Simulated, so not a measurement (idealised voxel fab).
Module name: voxel released beams (process module)
The cross-section shown here is cut; it is 140 nm wide and divided into square cells measuring 5 nm on a side.
In what follows, cross-sections appear as grids of square cells, described through bands that run from the top down, where every band is one or more rows of cells. Top, bottom (nm), then materials left to right with widths (nm); lone material tagged "throughout" fills the whole band edge to edge; "empty" = empty space. Zero point of the height axis is 0; under it, received wafer = one material. Lowest band: continues down indefinitely, "from 0 down". So if you see something like "30->40" for the width, read it as the top row of the band sitting at the first number and the bottom row at the second, with every row in between moving by the same amount as the last. It should be understood that the words "nothing different", when stated for a given step, signify that the cross-section underwent no change in any of its cells during that step. Closed-off voids of 8+ cells (no open route to the top) go in "Sealed voids", written width x height at distance from the left edge, in nm. Anything after a step's settings on that line? It's the simulator's own note about the step. overlay nm: for a step with a mask, the amount by which the mask lay right of where it was planned; a negative amount means left of it.
**These are the steps we planned for the process**
1. RECEIVE, material Si
2. CONFORMAL_DEP, material Al2O3, thk nm 10
3. DIRECTIONAL_DEP, material SiO2, thk nm 20
4. DIRECTIONAL_DEP, material aC, thk nm 10
5. PATTERN, tone open, mask id ANCHOR, material resist, width nm 35, thk nm 25, overlay nm 0
6. DIRECTIONAL_ETCH, etch materials aC, depth nm 10
7. STRIP, etch materials resist
8. DIRECTIONAL_ETCH, etch materials SiO2, depth nm 20
9. STRIP, etch materials aC
10. CONFORMAL_DEP, material W, thk nm 15
11. MASKED_ETCH, tone cover, mask id BEAM, width nm 105, etch materials W, depth nm 15, overlay nm 0
12. STRIP, etch materials SiO2
**The cross-section here shows the wafer as received, i.e. in its state after step 1**
- from 0 down | Si throughout
- Sealed voids: none
**Run as planned - first of the two wafers cross-sectioned at the end of the module**
- from 45 to 30 | empty 15 / W 20 / empty 5 / W 80 / empty 20
- from 30 to 25 | empty 20 / W 15 / empty 5 / W 15 / empty 85
- from 25 to 10 | empty 20 / W 35 / empty 85
- from 10 to 0 | Al2O3 throughout
- from 0 down | Si throughout
- Sealed voids: none
**Second wafer through the module, sectioned at the end: same beginning and same plan as the first wafer, with one mistake in carrying it out**
- from 40 to 25 | empty 15 / W 20 / empty 5 / W 80 / empty 20
- from 25 to 10 | empty 20 / W 35 / empty 85
- from 10 to 0 | Al2O3 throughout
- from 0 down | Si throughout
- Sealed voids: none
What went wrong in running the wafer? heads up, step 3 didn't go per plan, it actually ran as DIRECTIONAL_DEP, material SiO2, thk nm 15
The second wafer ends with more or fewer cells of some materials than the first, per final count: W -6
